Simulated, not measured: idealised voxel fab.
Title: Process Module voxel transistor to metal
Section cut is 210 nm wide and gridded with 5 nm square cells.
In this document a cross-section is written as a grid of square cells. It is given as a series of bands, listed from the top down, and a band is one or more rows of cells. Heads up on the band format: heights come first, top then bottom, in nm. After that it's the materials left to right, each with its width in nm. A single material flagged "full width" fills the whole band edge to edge, and "blank" means there's empty space there. All heights in this document are referenced to 0, defined as the level beneath which the wafer, as received, consists entirely of one material. The lowest band is not bounded below; it extends indefinitely downward and is written in the form "top 0, no bottom". With a width like "30..40", each row of cells in the band differs from the next by the same amount, the top row carrying the first number and the bottom row the second. Where the words "nothing was modified" appear for a step, the cross-section shows no cell changed by that step; every cell remained as before. "Enclosed void entries": sealed empty spaces, 8 cells or more, no open way to top, listed width x height at distance, with distance from the left edge and width, height and distance in nm. If you see something after the settings on a step's line, that's the simulator's own remark about that step. "overlay nm" answers the question of how far to the right of plan the mask lay on a step that has a mask, and when it is negative the answer is to the left.

### Listed below are the process steps as planned
1: RECEIVE,material Si
2: OXIDIZE,depth nm 5
3: CONFORMAL_DEP,material SiN,thk nm 15
4: DIRECTIONAL_DEP,material aC,thk nm 15
5: PATTERN,tone cover,mask id ACTIVE,material resist,width nm 125,thk nm 30,overlay nm 0
6: DIRECTIONAL_ETCH,etch materials aC,depth nm 15
7: STRIP,etch materials resist
8: DIRECTIONAL_ETCH,etch materials SiN,depth nm 15
9: DIRECTIONAL_ETCH,etch materials SiO2,depth nm 5
10: DIRECTIONAL_ETCH,etch materials Si,depth nm 35
11: STRIP,etch materials aC
12: FILL_DEP,material SiO2,thk nm 15
13: CMP,height nm 15
14: SELECTIVE_ETCH,etch materials SiO2,depth nm 5
15: STRIP,etch materials SiN
16: SELECTIVE_ETCH,etch materials SiO2,depth nm 5
17: OXIDIZE,depth nm 5
18: DIRECTIONAL_DEP,material polySi,thk nm 20
19: DIRECTIONAL_DEP,material SiCN,thk nm 15
20: PATTERN,tone cover,mask id GATE,material resist,width nm 35,thk nm 15,overlay nm 0
21: DIRECTIONAL_ETCH,etch materials SiCN,depth nm 25
22: DIRECTIONAL_ETCH,etch materials polySi,depth nm 30
23: STRIP,etch materials resist
24: CONFORMAL_DEP,material SiN,thk nm 10
25: DIRECTIONAL_ETCH,etch materials SiN,depth nm 10
26: DIRECTIONAL_ETCH,etch materials SiO2,depth nm 5
27: DIRECTIONAL_ETCH,etch materials Si,depth nm 10
28: EPI,material SiGe,thk nm 10
29: FILL_DEP,material SiO2,thk nm 10
30: CMP,height nm 15
31: STRIP,etch materials polySi
32: SELECTIVE_ETCH,etch materials SiO2,depth nm 5
33: CONFORMAL_DEP,material HfO2,thk nm 5
34: CONFORMAL_DEP,material TiN,thk nm 5
35: FILL_DEP,material W,thk nm 10
36: CMP,height nm 10
37: DIRECTIONAL_DEP,material SiO2,thk nm 15
38: PATTERN,tone open,mask id CONTACT,material resist,width nm 15,pitch nm 90,thk nm 20,overlay nm 0
39: DIRECTIONAL_ETCH,etch materials SiO2,depth nm 35
40: STRIP,etch materials resist
41: CONFORMAL_DEP,material TiN,thk nm 5
42: FILL_DEP,material Ru,thk nm 10
43: CMP,height nm 25
44: DIRECTIONAL_DEP,material TiN,thk nm 5
45: DIRECTIONAL_DEP,material W,thk nm 15
46: PATTERN,tone cover,mask id METAL_1,material resist,width nm 15,pitch nm 90,thk nm 15,overlay nm 0
47: DIRECTIONAL_ETCH,etch materials W,depth nm 15
48: DIRECTIONAL_ETCH,etch materials TiN,depth nm 5
49: STRIP,etch materials resist
50: FILL_DEP,material lowk,thk nm 5
51: CMP,height nm 45
52: CONFORMAL_DEP,material SiCN,thk nm 5
53: DIRECTIONAL_DEP,material SiO2,thk nm 30
54: DIRECTIONAL_DEP,material aC,thk nm 15
55: PATTERN,tone open,mask id METAL_2,material resist,width nm 15,pitch nm 90,thk nm 30,overlay nm 0
56: DIRECTIONAL_ETCH,etch materials aC,depth nm 15
57: STRIP,etch materials resist
58: DIRECTIONAL_ETCH,etch materials SiO2,depth nm 15
59: STRIP,etch materials aC
60: PATTERN,tone open,mask id METAL_2_HOLES,material resist,width nm 15,pitch nm 90,thk nm 20,overlay nm 0
61: DIRECTIONAL_ETCH,etch materials SiO2,depth nm 15
62: DIRECTIONAL_ETCH,etch materials SiCN,depth nm 5
63: STRIP,etch materials resist
64: CONFORMAL_DEP,material TiN,thk nm 5
65: FILL_DEP,material Ru,thk nm 10
66: CMP,height nm 80
67: CONFORMAL_DEP,material SiN,thk nm 5

### The first wafer of two, processed as planned

### Cross-sectional view of the wafer in its as-received condition, corresponding to the state after step 1
* top 0, no bottom  Si full width
* Enclosed void entries: none

### State of the wafer after step 2, shown in cross-section
* top 0, bottom -5  SiO2 full width
* Heights below -5 show no change.

### State of the wafer after step 3, shown in cross-section
* top 15, bottom 0  SiN full width
* Heights below 0 show no change.

### State of the wafer after step 4, shown in cross-section
* top 30, bottom 15  aC full width
* Heights below 15 show no change.

### State of the wafer after step 5, shown in cross-section
* top 60, bottom 30  40 blank / 125 resist / 45 blank
* Heights below 30 show no change.

### State of the wafer after step 6, shown in cross-section
* top 45, bottom 30  40 blank / 125 resist / 45 blank
* top 30, bottom 15  40 blank / 125 aC / 45 blank
* Heights below 15 show no change.

### State of the wafer after step 7, shown in cross-section
* top 30, bottom 15  40 blank / 125 aC / 45 blank
* Heights below 15 show no change.

### State of the wafer after step 8, shown in cross-section
* top 30, bottom 15  40 blank / 125 aC / 45 blank
* top 15, bottom 0  40 blank / 125 SiN / 45 blank
* Heights below 0 show no change.

### State of the wafer after step 9, shown in cross-section
* top 30, bottom 15  40 blank / 125 aC / 45 blank
* top 15, bottom 0  40 blank / 125 SiN / 45 blank
* top 0, bottom -5  40 blank / 125 SiO2 / 45 blank
* Heights below -5 show no change.

### State of the wafer after step 10, shown in cross-section
* top 30, bottom 15  40 blank / 125 aC / 45 blank
* top 15, bottom 0  40 blank / 125 SiN / 45 blank
* top 0, bottom -5  40 blank / 125 SiO2 / 45 blank
* top -5, bottom -40  40 blank / 125 Si / 45 blank
* Heights below -40 show no change.

### State of the wafer after step 11, shown in cross-section
* top 15, bottom 0  40 blank / 125 SiN / 45 blank
* Heights below 0 show no change.

### State of the wafer after step 12, shown in cross-section
* top 30, bottom 15  SiO2 full width
* top 15, bottom 0  40 SiO2 / 125 SiN / 45 SiO2
* top 0, bottom -5  SiO2 full width
* top -5, bottom -40  40 SiO2 / 125 Si / 45 SiO2
* Heights below -40 show no change.

### State of the wafer after step 13, shown in cross-section
* top 15, bottom 0  40 SiO2 / 125 SiN / 45 SiO2
* Heights below 0 show no change.

### State of the wafer after step 14, shown in cross-section
* top 15, bottom 10  40 blank / 125 SiN / 45 blank
* Heights below 10 show no change.

### State of the wafer after step 15, shown in cross-section
* top 10, bottom 0  40 SiO2 / 125 blank / 45 SiO2
* Heights below 0 show no change.

### State of the wafer after step 16, shown in cross-section
* top 5, bottom -5  35 SiO2 / 135 blank / 40 SiO2
* Heights below -5 show no change.

### State of the wafer after step 17, shown in cross-section
* top 5, bottom -5  35 SiO2 / 135 blank / 40 SiO2
* top -5, bottom -10  SiO2 full width
* Heights below -10 show no change.

### State of the wafer after step 18, shown in cross-section
* top 25, bottom 15  35 polySi / 135 blank / 40 polySi
* top 15, bottom 5  polySi full width
* top 5, bottom -5  35 SiO2 / 135 polySi / 40 SiO2
* Heights below -5 show no change.

### State of the wafer after step 19, shown in cross-section
* top 40, bottom 30  35 SiCN / 135 blank / 40 SiCN
* top 30, bottom 25  SiCN full width
* top 25, bottom 15  35 polySi / 135 SiCN / 40 polySi
* Heights below 15 show no change.

### State of the wafer after step 20, shown in cross-section
* top 55, bottom 40  85 blank / 35 resist / 90 blank
* top 40, bottom 30  35 SiCN / 50 blank / 35 resist / 50 blank / 40 SiCN
* Heights below 30 show no change.

### State of the wafer after step 21, shown in cross-section
* top 55, bottom 30  85 blank / 35 resist / 90 blank
* top 30, bottom 25  85 blank / 35 SiCN / 90 blank
* top 25, bottom 15  35 polySi / 50 blank / 35 SiCN / 50 blank / 40 polySi
* Heights below 15 show no change.

### State of the wafer after step 22, shown in cross-section
* top 55, bottom 30  85 blank / 35 resist / 90 blank
* top 30, bottom 15  85 blank / 35 SiCN / 90 blank
* top 15, bottom 5  85 blank / 35 polySi / 90 blank
* top 5, bottom -5  35 SiO2 / 50 blank / 35 polySi / 50 blank / 40 SiO2
* Heights below -5 show no change.

### State of the wafer after step 23, shown in cross-section
* top 30, bottom 15  85 blank / 35 SiCN / 90 blank
* Heights below 15 show no change.

### State of the wafer after step 24, shown in cross-section
* top 40, bottom 30  75 blank / 55 SiN / 80 blank
* top 30, bottom 15  75 blank / 10 SiN / 35 SiCN / 10 SiN / 80 blank
* top 15, bottom 5  45 SiN / 30 blank / 10 SiN / 35 polySi / 10 SiN / 30 blank / 50 SiN
* top 5, bottom -5  35 SiO2 / 50 SiN / 35 polySi / 50 SiN / 40 SiO2
* Heights below -5 show no change.

### State of the wafer after step 25, shown in cross-section
* top 30, bottom 15  75 blank / 10 SiN / 35 SiCN / 10 SiN / 80 blank
* top 15, bottom 5  75 blank / 10 SiN / 35 polySi / 10 SiN / 80 blank
* top 5, bottom -5  35 SiO2 / 10 SiN / 30 blank / 10 SiN / 35 polySi / 10 SiN / 30 blank / 10 SiN / 40 SiO2
* Heights below -5 show no change.

### State of the wafer after step 26, shown in cross-section
* top 30, bottom 15  75 blank / 10 SiN / 35 SiCN / 10 SiN / 80 blank
* top 15, bottom 5  75 blank / 10 SiN / 35 polySi / 10 SiN / 80 blank
* top 5, bottom 0  35 blank / 10 SiN / 30 blank / 10 SiN / 35 polySi / 10 SiN / 30 blank / 10 SiN / 40 blank
* top 0, bottom -5  35 SiO2 / 10 SiN / 30 blank / 10 SiN / 35 polySi / 10 SiN / 30 blank / 10 SiN / 40 SiO2
* top -5, bottom -10  45 SiO2 / 30 blank / 55 SiO2 / 30 blank / 50 SiO2
* Heights below -10 show no change.

### State of the wafer after step 27, shown in cross-section
* top 30, bottom 15  75 blank / 10 SiN / 35 SiCN / 10 SiN / 80 blank
* top 15, bottom 5  75 blank / 10 SiN / 35 polySi / 10 SiN / 80 blank
* top 5, bottom 0  35 blank / 10 SiN / 30 blank / 10 SiN / 35 polySi / 10 SiN / 30 blank / 10 SiN / 40 blank
* top 0, bottom -5  35 SiO2 / 10 SiN / 30 blank / 10 SiN / 35 polySi / 10 SiN / 30 blank / 10 SiN / 40 SiO2
* top -5, bottom -10  45 SiO2 / 30 blank / 55 SiO2 / 30 blank / 50 SiO2
* top -10, bottom -20  40 SiO2 / 5 Si / 30 blank / 55 Si / 30 blank / 5 Si / 45 SiO2
* Heights below -20 show no change.

### State of the wafer after step 28, shown in cross-section
* top 30, bottom 15  75 blank / 10 SiN / 35 SiCN / 10 SiN / 80 blank
* top 15, bottom 5  75 blank / 10 SiN / 35 polySi / 10 SiN / 80 blank
* top 5, bottom 0  35 blank / 10 SiN / 30 blank / 10 SiN / 35 polySi / 10 SiN / 30 blank / 10 SiN / 40 blank
* top 0, bottom -5  35 SiO2 / 10 SiN / 10 SiGe / 10 blank / 10 SiGe / 10 SiN / 35 polySi / 10 SiN / 10 SiGe / 10 blank / 10 SiGe / 10 SiN / 40 SiO2
* top -5, bottom -10  45 SiO2 / 10 SiGe / 10 blank / 10 SiGe / 55 SiO2 / 10 SiGe / 10 blank / 10 SiGe / 50 SiO2
* top -10, bottom -20  40 SiO2 / 5 Si / 30 SiGe / 55 Si / 30 SiGe / 5 Si / 45 SiO2
* Heights below -20 show no change.

### State of the wafer after step 29, shown in cross-section
* top 40, bottom 30  SiO2 full width
* top 30, bottom 15  75 SiO2 / 10 SiN / 35 SiCN / 10 SiN / 80 SiO2
* top 15, bottom 5  75 SiO2 / 10 SiN / 35 polySi / 10 SiN / 80 SiO2
* top 5, bottom 0  35 SiO2 / 10 SiN / 30 SiO2 / 10 SiN / 35 polySi / 10 SiN / 30 SiO2 / 10 SiN / 40 SiO2
* top 0, bottom -5  35 SiO2 / 10 SiN / 10 SiGe / 10 SiO2 / 10 SiGe / 10 SiN / 35 polySi / 10 SiN / 10 SiGe / 10 SiO2 / 10 SiGe / 10 SiN / 40 SiO2
* top -5, bottom -10  45 SiO2 / 10 SiGe / 10 SiO2 / 10 SiGe / 55 SiO2 / 10 SiGe / 10 SiO2 / 10 SiGe / 50 SiO2
* Heights below -10 show no change.

### State of the wafer after step 30, shown in cross-section
* top 15, bottom 5  75 SiO2 / 10 SiN / 35 polySi / 10 SiN / 80 SiO2
* Heights below 5 show no change.

### State of the wafer after step 31, shown in cross-section
* top 15, bottom 5  75 SiO2 / 10 SiN / 35 blank / 10 SiN / 80 SiO2
* top 5, bottom 0  35 SiO2 / 10 SiN / 30 SiO2 / 10 SiN / 35 blank / 10 SiN / 30 SiO2 / 10 SiN / 40 SiO2
* top 0, bottom -5  35 SiO2 / 10 SiN / 10 SiGe / 10 SiO2 / 10 SiGe / 10 SiN / 35 blank / 10 SiN / 10 SiGe / 10 SiO2 / 10 SiGe / 10 SiN / 40 SiO2
* Heights below -5 show no change.

### State of the wafer after step 32, shown in cross-section
* top 15, bottom 10  75 blank / 10 SiN / 35 blank / 10 SiN / 80 blank
* top 10, bottom 5  75 SiO2 / 10 SiN / 35 blank / 10 SiN / 80 SiO2
* top 5, bottom 0  35 SiO2 / 10 SiN / 30 SiO2 / 10 SiN / 35 blank / 10 SiN / 30 SiO2 / 10 SiN / 40 SiO2
* top 0, bottom -5  35 SiO2 / 10 SiN / 10 SiGe / 10 SiO2 / 10 SiGe / 10 SiN / 35 blank / 10 SiN / 10 SiGe / 10 SiO2 / 10 SiGe / 10 SiN / 40 SiO2
* top -5, bottom -10  45 SiO2 / 10 SiGe / 10 SiO2 / 10 SiGe / 5 SiO2 / 45 blank / 5 SiO2 / 10 SiGe / 10 SiO2 / 10 SiGe / 50 SiO2
* Heights below -10 show no change.

### State of the wafer after step 33, shown in cross-section
* top 20, bottom 15  70 blank / 20 HfO2 / 25 blank / 20 HfO2 / 75 blank
* top 15, bottom 10  75 HfO2 / 10 SiN / 5 HfO2 / 25 blank / 5 HfO2 / 10 SiN / 80 HfO2
* top 10, bottom 5  75 SiO2 / 10 SiN / 5 HfO2 / 25 blank / 5 HfO2 / 10 SiN / 80 SiO2
* top 5, bottom 0  35 SiO2 / 10 SiN / 30 SiO2 / 10 SiN / 5 HfO2 / 25 blank / 5 HfO2 / 10 SiN / 30 SiO2 / 10 SiN / 40 SiO2
* top 0, bottom -5  35 SiO2 / 10 SiN / 10 SiGe / 10 SiO2 / 10 SiGe / 10 SiN / 5 HfO2 / 25 blank / 5 HfO2 / 10 SiN / 10 SiGe / 10 SiO2 / 10 SiGe / 10 SiN / 40 SiO2
* top -5, bottom -10  45 SiO2 / 10 SiGe / 10 SiO2 / 10 SiGe / 5 SiO2 / 45 HfO2 / 5 SiO2 / 10 SiGe / 10 SiO2 / 10 SiGe / 50 SiO2
* Heights below -10 show no change.

### State of the wafer after step 34, shown in cross-section
* top 25, bottom 20  65 blank / 30 TiN / 15 blank / 30 TiN / 70 blank
* top 20, bottom 15  70 TiN / 20 HfO2 / 5 TiN / 15 blank / 5 TiN / 20 HfO2 / 75 TiN
* top 15, bottom 10  75 HfO2 / 10 SiN / 5 HfO2 / 5 TiN / 15 blank / 5 TiN / 5 HfO2 / 10 SiN / 80 HfO2
* top 10, bottom 5  75 SiO2 / 10 SiN / 5 HfO2 / 5 TiN / 15 blank / 5 TiN / 5 HfO2 / 10 SiN / 80 SiO2
* top 5, bottom 0  35 SiO2 / 10 SiN / 30 SiO2 / 10 SiN / 5 HfO2 / 5 TiN / 15 blank / 5 TiN / 5 HfO2 / 10 SiN / 30 SiO2 / 10 SiN / 40 SiO2
* top 0, bottom -5  35 SiO2 / 10 SiN / 10 SiGe / 10 SiO2 / 10 SiGe / 10 SiN / 5 HfO2 / 25 TiN / 5 HfO2 / 10 SiN / 10 SiGe / 10 SiO2 / 10 SiGe / 10 SiN / 40 SiO2
* Heights below -5 show no change.

### State of the wafer after step 35, shown in cross-section
* top 35, bottom 25  W full width
* top 25, bottom 20  65 W / 30 TiN / 15 W / 30 TiN / 70 W
* top 20, bottom 15  70 TiN / 20 HfO2 / 5 TiN / 15 W / 5 TiN / 20 HfO2 / 75 TiN
* top 15, bottom 10  75 HfO2 / 10 SiN / 5 HfO2 / 5 TiN / 15 W / 5 TiN / 5 HfO2 / 10 SiN / 80 HfO2
* top 10, bottom 5  75 SiO2 / 10 SiN / 5 HfO2 / 5 TiN / 15 W / 5 TiN / 5 HfO2 / 10 SiN / 80 SiO2
* top 5, bottom 0  35 SiO2 / 10 SiN / 30 SiO2 / 10 SiN / 5 HfO2 / 5 TiN / 15 W / 5 TiN / 5 HfO2 / 10 SiN / 30 SiO2 / 10 SiN / 40 SiO2
* Heights below 0 show no change.

### State of the wafer after step 36, shown in cross-section
* top 10, bottom 5  75 SiO2 / 10 SiN / 5 HfO2 / 5 TiN / 15 W / 5 TiN / 5 HfO2 / 10 SiN / 80 SiO2
* Heights below 5 show no change.

### State of the wafer after step 37, shown in cross-section
* top 25, bottom 10  SiO2 full width
* Heights below 10 show no change.

### State of the wafer after step 38, shown in cross-section
* top 45, bottom 25  50 resist / 15 blank / 75 resist / 15 blank / 55 resist
* Heights below 25 show no change.

### State of the wafer after step 39, shown in cross-section
* top 45, bottom 25  50 resist / 15 blank / 75 resist / 15 blank / 55 resist
* top 25, bottom 10  50 SiO2 / 15 blank / 75 SiO2 / 15 blank / 55 SiO2
* top 10, bottom 5  50 SiO2 / 15 blank / 10 SiO2 / 10 SiN / 5 HfO2 / 5 TiN / 15 W / 5 TiN / 5 HfO2 / 10 SiN / 10 SiO2 / 15 blank / 55 SiO2
* top 5, bottom 0  35 SiO2 / 10 SiN / 5 SiO2 / 15 blank / 10 SiO2 / 10 SiN / 5 HfO2 / 5 TiN / 15 W / 5 TiN / 5 HfO2 / 10 SiN / 10 SiO2 / 15 blank / 5 SiO2 / 10 SiN / 40 SiO2
* top 0, bottom -5  35 SiO2 / 10 SiN / 10 SiGe / 10 blank / 10 SiGe / 10 SiN / 5 HfO2 / 25 TiN / 5 HfO2 / 10 SiN / 10 SiGe / 10 blank / 10 SiGe / 10 SiN / 40 SiO2
* top -5, bottom -10  45 SiO2 / 10 SiGe / 10 blank / 10 SiGe / 5 SiO2 / 45 HfO2 / 5 SiO2 / 10 SiGe / 10 blank / 10 SiGe / 50 SiO2
* Heights below -10 show no change.

### State of the wafer after step 40, shown in cross-section
* top 25, bottom 10  50 SiO2 / 15 blank / 75 SiO2 / 15 blank / 55 SiO2
* Heights below 10 show no change.

### State of the wafer after step 41, shown in cross-section
* top 30, bottom 25  55 TiN / 5 blank / 85 TiN / 5 blank / 60 TiN
* top 25, bottom 10  50 SiO2 / 5 TiN / 5 blank / 5 TiN / 75 SiO2 / 5 TiN / 5 blank / 5 TiN / 55 SiO2
* top 10, bottom 5  50 SiO2 / 5 TiN / 5 blank / 5 TiN / 10 SiO2 / 10 SiN / 5 HfO2 / 5 TiN / 15 W / 5 TiN / 5 HfO2 / 10 SiN / 10 SiO2 / 5 TiN / 5 blank / 5 TiN / 55 SiO2
* top 5, bottom 0  35 SiO2 / 10 SiN / 5 SiO2 / 15 TiN / 10 SiO2 / 10 SiN / 5 HfO2 / 5 TiN / 15 W / 5 TiN / 5 HfO2 / 10 SiN / 10 SiO2 / 15 TiN / 5 SiO2 / 10 SiN / 40 SiO2
* top 0, bottom -5  35 SiO2 / 10 SiN / 10 SiGe / 10 TiN / 10 SiGe / 10 SiN / 5 HfO2 / 25 TiN / 5 HfO2 / 10 SiN / 10 SiGe / 10 TiN / 10 SiGe / 10 SiN / 40 SiO2
* top -5, bottom -10  45 SiO2 / 10 SiGe / 10 TiN / 10 SiGe / 5 SiO2 / 45 HfO2 / 5 SiO2 / 10 SiGe / 10 TiN / 10 SiGe / 50 SiO2
* Heights below -10 show no change.

### State of the wafer after step 42, shown in cross-section
* top 40, bottom 30  Ru full width
* top 30, bottom 25  55 TiN / 5 Ru / 85 TiN / 5 Ru / 60 TiN
* top 25, bottom 10  50 SiO2 / 5 TiN / 5 Ru / 5 TiN / 75 SiO2 / 5 TiN / 5 Ru / 5 TiN / 55 SiO2
* top 10, bottom 5  50 SiO2 / 5 TiN / 5 Ru / 5 TiN / 10 SiO2 / 10 SiN / 5 HfO2 / 5 TiN / 15 W / 5 TiN / 5 HfO2 / 10 SiN / 10 SiO2 / 5 TiN / 5 Ru / 5 TiN / 55 SiO2
* Heights below 5 show no change.

### State of the wafer after step 43, shown in cross-section
* top 25, bottom 10  50 SiO2 / 5 TiN / 5 Ru / 5 TiN / 75 SiO2 / 5 TiN / 5 Ru / 5 TiN / 55 SiO2
* Heights below 10 show no change.

### State of the wafer after step 44, shown in cross-section
* top 30, bottom 25  TiN full width
* Heights below 25 show no change.

### State of the wafer after step 45, shown in cross-section
* top 45, bottom 30  W full width
* Heights below 30 show no change.

### State of the wafer after step 46, shown in cross-section
* top 60, bottom 45  50 blank / 15 resist / 75 blank / 15 resist / 55 blank
* Heights below 45 show no change.

### State of the wafer after step 47, shown in cross-section
* top 60, bottom 45  50 blank / 15 resist / 75 blank / 15 resist / 55 blank
* top 45, bottom 30  50 blank / 15 W / 75 blank / 15 W / 55 blank
* Heights below 30 show no change.

### State of the wafer after step 48, shown in cross-section
* top 60, bottom 45  50 blank / 15 resist / 75 blank / 15 resist / 55 blank
* top 45, bottom 30  50 blank / 15 W / 75 blank / 15 W / 55 blank
* top 30, bottom 25  50 blank / 15 TiN / 75 blank / 15 TiN / 55 blank
* Heights below 25 show no change.

### State of the wafer after step 49, shown in cross-section
* top 45, bottom 30  50 blank / 15 W / 75 blank / 15 W / 55 blank
* Heights below 30 show no change.

### State of the wafer after step 50, shown in cross-section
* top 50, bottom 45  lowk full width
* top 45, bottom 30  50 lowk / 15 W / 75 lowk / 15 W / 55 lowk
* top 30, bottom 25  50 lowk / 15 TiN / 75 lowk / 15 TiN / 55 lowk
* Heights below 25 show no change.

### State of the wafer after step 51, shown in cross-section
* top 45, bottom 30  50 lowk / 15 W / 75 lowk / 15 W / 55 lowk
* Heights below 30 show no change.

### State of the wafer after step 52, shown in cross-section
* top 50, bottom 45  SiCN full width
* Heights below 45 show no change.

### State of the wafer after step 53, shown in cross-section
* top 80, bottom 50  SiO2 full width
* Heights below 50 show no change.

### State of the wafer after step 54, shown in cross-section
* top 95, bottom 80  aC full width
* Heights below 80 show no change.

### State of the wafer after step 55, shown in cross-section
* top 125, bottom 95  50 resist / 15 blank / 75 resist / 15 blank / 55 resist
* Heights below 95 show no change.

### State of the wafer after step 56, shown in cross-section
* top 110, bottom 95  50 resist / 15 blank / 75 resist / 15 blank / 55 resist
* top 95, bottom 80  50 aC / 15 blank / 75 aC / 15 blank / 55 aC
* Heights below 80 show no change.

### State of the wafer after step 57, shown in cross-section
* top 95, bottom 80  50 aC / 15 blank / 75 aC / 15 blank / 55 aC
* Heights below 80 show no change.

### State of the wafer after step 58, shown in cross-section
* top 95, bottom 80  50 aC / 15 blank / 75 aC / 15 blank / 55 aC
* top 80, bottom 65  50 SiO2 / 15 blank / 75 SiO2 / 15 blank / 55 SiO2
* Heights below 65 show no change.

### State of the wafer after step 59, shown in cross-section
* top 80, bottom 65  50 SiO2 / 15 blank / 75 SiO2 / 15 blank / 55 SiO2
* Heights below 65 show no change.

### State of the wafer after step 60, shown in cross-section
* top 100, bottom 80  50 resist / 15 blank / 75 resist / 15 blank / 55 resist
* Heights below 80 show no change.

### State of the wafer after step 61, shown in cross-section
* top 100, bottom 80  50 resist / 15 blank / 75 resist / 15 blank / 55 resist
* top 80, bottom 50  50 SiO2 / 15 blank / 75 SiO2 / 15 blank / 55 SiO2
* Heights below 50 show no change.

### State of the wafer after step 62, shown in cross-section
* top 100, bottom 80  50 resist / 15 blank / 75 resist / 15 blank / 55 resist
* top 80, bottom 50  50 SiO2 / 15 blank / 75 SiO2 / 15 blank / 55 SiO2
* top 50, bottom 45  50 SiCN / 15 blank / 75 SiCN / 15 blank / 55 SiCN
* Heights below 45 show no change.

### State of the wafer after step 63, shown in cross-section
* top 80, bottom 50  50 SiO2 / 15 blank / 75 SiO2 / 15 blank / 55 SiO2
* Heights below 50 show no change.

### State of the wafer after step 64, shown in cross-section
* top 85, bottom 80  55 TiN / 5 blank / 85 TiN / 5 blank / 60 TiN
* top 80, bottom 50  50 SiO2 / 5 TiN / 5 blank / 5 TiN / 75 SiO2 / 5 TiN / 5 blank / 5 TiN / 55 SiO2
* top 50, bottom 45  50 SiCN / 15 TiN / 75 SiCN / 15 TiN / 55 SiCN
* Heights below 45 show no change.

### State of the wafer after step 65, shown in cross-section
* top 95, bottom 85  Ru full width
* top 85, bottom 80  55 TiN / 5 Ru / 85 TiN / 5 Ru / 60 TiN
* top 80, bottom 50  50 SiO2 / 5 TiN / 5 Ru / 5 TiN / 75 SiO2 / 5 TiN / 5 Ru / 5 TiN / 55 SiO2
* Heights below 50 show no change.

### State of the wafer after step 66, shown in cross-section
* top 80, bottom 50  50 SiO2 / 5 TiN / 5 Ru / 5 TiN / 75 SiO2 / 5 TiN / 5 Ru / 5 TiN / 55 SiO2
* Heights below 50 show no change.

### State of the wafer after step 67, shown in cross-section
* top 85, bottom 80  SiN full width
* Heights below 80 show no change.

### Second wafer, same starting conditions and recipe as the first, one mistake in executing it, nothing differs from the first up to and including step 51

### Second wafer, cross-section, planned end of step 52
* top 50, bottom 45  polySi full width
* Heights below 45 show no change.

### Second wafer, cross-section, planned end of step 53
* top 80, bottom 50  SiO2 full width
* Heights below 50 show no change.

### Second wafer, cross-section, planned end of step 54
* top 95, bottom 80  aC full width
* Heights below 80 show no change.

### Second wafer, cross-section, planned end of step 55
* top 125, bottom 95  50 resist / 15 blank / 75 resist / 15 blank / 55 resist
* Heights below 95 show no change.

### Second wafer, cross-section, planned end of step 56
* top 110, bottom 95  50 resist / 15 blank / 75 resist / 15 blank / 55 resist
* top 95, bottom 80  50 aC / 15 blank / 75 aC / 15 blank / 55 aC
* Heights below 80 show no change.

### Second wafer, cross-section, planned end of step 57
* top 95, bottom 80  50 aC / 15 blank / 75 aC / 15 blank / 55 aC
* Heights below 80 show no change.

### Second wafer, cross-section, planned end of step 58
* top 95, bottom 80  50 aC / 15 blank / 75 aC / 15 blank / 55 aC
* top 80, bottom 65  50 SiO2 / 15 blank / 75 SiO2 / 15 blank / 55 SiO2
* Heights below 65 show no change.

### Second wafer, cross-section, planned end of step 59
* top 80, bottom 65  50 SiO2 / 15 blank / 75 SiO2 / 15 blank / 55 SiO2
* Heights below 65 show no change.

### Second wafer, cross-section, planned end of step 60
* top 100, bottom 80  50 resist / 15 blank / 75 resist / 15 blank / 55 resist
* Heights below 80 show no change.

### Second wafer, cross-section, planned end of step 61
* top 100, bottom 80  50 resist / 15 blank / 75 resist / 15 blank / 55 resist
* top 80, bottom 50  50 SiO2 / 15 blank / 75 SiO2 / 15 blank / 55 SiO2
* Heights below 50 show no change.

Second wafer, cross-section, planned end of step 62: nothing was modified

### Second wafer, cross-section, planned end of step 63
* top 80, bottom 50  50 SiO2 / 15 blank / 75 SiO2 / 15 blank / 55 SiO2
* Heights below 50 show no change.

### Second wafer, cross-section, planned end of step 64
* top 85, bottom 80  55 TiN / 5 blank / 85 TiN / 5 blank / 60 TiN
* top 80, bottom 55  50 SiO2 / 5 TiN / 5 blank / 5 TiN / 75 SiO2 / 5 TiN / 5 blank / 5 TiN / 55 SiO2
* top 55, bottom 50  50 SiO2 / 15 TiN / 75 SiO2 / 15 TiN / 55 SiO2
* Heights below 50 show no change.

### Second wafer, cross-section, planned end of step 65
* top 95, bottom 85  Ru full width
* top 85, bottom 80  55 TiN / 5 Ru / 85 TiN / 5 Ru / 60 TiN
* top 80, bottom 55  50 SiO2 / 5 TiN / 5 Ru / 5 TiN / 75 SiO2 / 5 TiN / 5 Ru / 5 TiN / 55 SiO2
* Heights below 55 show no change.

### Second wafer, cross-section, planned end of step 66
* top 80, bottom 55  50 SiO2 / 5 TiN / 5 Ru / 5 TiN / 75 SiO2 / 5 TiN / 5 Ru / 5 TiN / 55 SiO2
* Heights below 55 show no change.

### Second wafer, cross-section, planned end of step 67
* top 85, bottom 80  SiN full width
* Heights below 80 show no change.
So what did we get wrong on this run? so step 52 ended up running with a different setting than we planned, it ran as CONFORMAL_DEP,material polySi,thk nm 5
Per the end-of-run cell counts, the second wafer holds more or fewer of some materials than the first: 2 fewer of Ru; 36 fewer of SiCN; 4 fewer of TiN; 42 more of polySi
